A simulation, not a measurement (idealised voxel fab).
Process module heading - voxel wiring stack
For reference, the cross-section in this document is cut, with width 255 nm and square cells of 5 nm.
Square cells in a grid make up a cross-section in this document, and the grid is given as bands, listed from the top down, each one or more rows of cells.
Heights first: top, then bottom, in nm. Then materials, left to right, each with a width in nm. "edge to edge" on a single material: fills the band edge to edge. "blank": empty space.
Heights are measured from 0, the level below which the as-received wafer is all one material; the lowest band has no bottom and continues downward, written as in "z 0 and below".
Read "30..40" as a graded width: first number on top, second number at the bottom, same change between each pair of neighbouring rows.
What does "nothing was modified" mean for a step? It means no cell of the cross-section changed in that step.
Empty spaces counting at least 8 cells and having no open way to the top are listed in "Encapsulated voids". The notation width x height at distance is used for each, the distance being from the left edge and all three values in nm.
What comes after the settings on a step's line is commentary from the simulator itself on that step.
The setting "overlay nm" may be written on the line of a step. When the step uses a mask, the value reports how far to the right of the planned place the mask lay, and a negative value reports that it lay to the left.
Steps in the process plan
1: RECEIVE,material Si
2: CONFORMAL_DEP,material SiO2,thk nm 15
3: CONFORMAL_DEP,material SiCN,thk nm 5
4: DIRECTIONAL_DEP,material lowk,thk nm 15
5: DIRECTIONAL_DEP,material aC,thk nm 15
6: PATTERN,tone open,mask id METAL_1,material resist,width nm 25,pitch nm 50,thk nm 30,overlay nm 0
7: DIRECTIONAL_ETCH,etch materials aC,depth nm 15
8: STRIP,etch materials resist
9: DIRECTIONAL_ETCH,etch materials lowk,depth nm 15
10: DIRECTIONAL_ETCH,etch materials SiCN,depth nm 5
11: STRIP,etch materials aC
12: CONFORMAL_DEP,material TiN,thk nm 5
13: FILL_DEP,material Cu,thk nm 5
14: CMP,height nm 35
15: CONFORMAL_DEP,material SiCN,thk nm 5
16: DIRECTIONAL_DEP,material lowk,thk nm 15
17: DIRECTIONAL_DEP,material aC,thk nm 15
18: PATTERN,tone open,mask id PLUG_1,material resist,width nm 15,pitch nm 50,thk nm 35,overlay nm 0
19: DIRECTIONAL_ETCH,etch materials aC,depth nm 15
20: STRIP,etch materials resist
21: DIRECTIONAL_ETCH,etch materials lowk,depth nm 15
22: DIRECTIONAL_ETCH,etch materials SiCN,depth nm 5
23: STRIP,etch materials aC
24: EPI,material Ru,thk nm 10
25: EPI,material Ru,thk nm 10
26: CONFORMAL_DEP,material SiN,thk nm 5
27: DIRECTIONAL_DEP,material lowk,thk nm 15
28: MASKED_ETCH,tone open,mask id METAL_2,width nm 25,pitch nm 50,etch materials lowk,depth nm 15,overlay nm 0
29: MASKED_ETCH,tone open,mask id METAL_2,width nm 25,pitch nm 50,etch materials SiN,depth nm 5,overlay nm 0
30: CONFORMAL_DEP,material TiN,thk nm 5
31: FILL_DEP,material W,thk nm 5
32: CMP,height nm 75
33: CONFORMAL_DEP,material SiCN,thk nm 5
34: DIRECTIONAL_DEP,material SiO2,thk nm 15
35: PATTERN,tone open,mask id PLUG_2,material resist,width nm 15,pitch nm 50,thk nm 15,overlay nm 0
36: DIRECTIONAL_ETCH,etch materials SiO2,depth nm 15
37: DIRECTIONAL_ETCH,etch materials SiCN,depth nm 5
38: STRIP,etch materials resist
39: EPI,material Ru,thk nm 10
40: EPI,material Ru,thk nm 10
41: DIRECTIONAL_DEP,material TiN,thk nm 5
42: DIRECTIONAL_DEP,material W,thk nm 15
43: DIRECTIONAL_DEP,material aC,thk nm 10
44: PATTERN,tone cover,mask id METAL_3,material resist,width nm 25,pitch nm 50,thk nm 25,overlay nm 0
45: DIRECTIONAL_ETCH,etch materials aC,depth nm 10
46: STRIP,etch materials resist
47: DIRECTIONAL_ETCH,etch materials W,depth nm 15
48: DIRECTIONAL_ETCH,etch materials TiN,depth nm 5
49: STRIP,etch materials aC
50: CONFORMAL_DEP,material SiCN,thk nm 5
51: FILL_DEP,material SiO2,thk nm 10
52: CMP,height nm 115
53: CONFORMAL_DEP,material SiCN,thk nm 5
Incoming wafer in cross-section (state: after step 1)
> z 0 and below | Si edge to edge
> Encapsulated voids: none
Cross-section, first of two wafers, end of module, run as planned
> z 120 to 115 | SiCN edge to edge
> z 115 to 100 | 85 SiO2  5 SiCN  25 W  5 SiCN  15 SiO2  5 SiCN  25 W  5 SiCN  85 SiO2
> z 100 to 95 | 90 SiCN  25 TiN  25 SiCN  25 TiN  90 SiCN
> z 95 to 80 | 90 SiO2  15 Ru  35 SiO2  15 Ru  100 SiO2
> z 80 to 75 | 90 SiCN  15 Ru  35 SiCN  15 Ru  100 SiCN
> z 75 to 60 | 90 lowk  5 TiN  15 W  5 TiN  25 lowk  5 TiN  15 W  5 TiN  90 lowk
> z 60 to 55 | 90 SiN  25 TiN  25 SiN  25 TiN  90 SiN
> z 55 to 40 | 90 lowk  15 Ru  35 lowk  15 Ru  100 lowk
> z 40 to 35 | 90 SiCN  15 Ru  35 SiCN  15 Ru  100 SiCN
> z 35 to 20 | 90 lowk  5 TiN  15 Cu  5 TiN  25 lowk  5 TiN  15 Cu  5 TiN  90 lowk
> z 20 to 15 | 90 SiCN  25 TiN  25 SiCN  25 TiN  90 SiCN
> z 15 to 0 | SiO2 edge to edge
> z 0 and below | Si edge to edge
> Encapsulated voids: none
Cross-sectional view: second of two wafers, end of module; start and plan identical to the first, one mistake in running
> z 120 to 115 | SiCN edge to edge
> z 115 to 110 | 85 SiO2  5 SiCN  25 W  5 SiCN  15 SiO2  5 SiCN  25 W  5 SiCN  85 SiO2
> z 110 to 105 | 75 SiO2  15 SiCN  25 TiN  5 SiCN  5 SiO2  15 SiCN  25 TiN  5 SiCN  85 SiO2
> z 105 to 100 | 75 SiO2  5 SiCN  35 Ru  5 SiCN  5 SiO2  5 SiCN  35 Ru  5 SiCN  85 SiO2
> z 100 to 95 | 80 SiCN  35 Ru  15 SiCN  35 Ru  90 SiCN
> z 95 to 80 | 90 SiO2  15 Ru  35 SiO2  15 Ru  100 SiO2
> z 80 to 75 | 90 SiCN  15 Ru  35 SiCN  15 Ru  100 SiCN
> z 75 to 60 | 90 lowk  5 TiN  15 W  5 TiN  25 lowk  5 TiN  15 W  5 TiN  90 lowk
> z 60 to 55 | 90 SiN  25 TiN  25 SiN  25 TiN  90 SiN
> z 55 to 40 | 90 lowk  15 Ru  35 lowk  15 Ru  100 lowk
> z 40 to 35 | 90 SiCN  15 Ru  35 SiCN  15 Ru  100 SiCN
> z 35 to 20 | 90 lowk  5 TiN  15 Cu  5 TiN  25 lowk  5 TiN  15 Cu  5 TiN  90 lowk
> z 20 to 15 | 90 SiCN  25 TiN  25 SiCN  25 TiN  90 SiCN
> z 15 to 0 | SiO2 edge to edge
> z 0 and below | Si edge to edge
> Encapsulated voids: none
Deviation from plan: ran twice: one of 39 and 40, identical steps, cannot tell which
The second wafer ends with more or fewer cells of some materials than the first, per final count: Ru +28 | SiO2 -8 | W -20
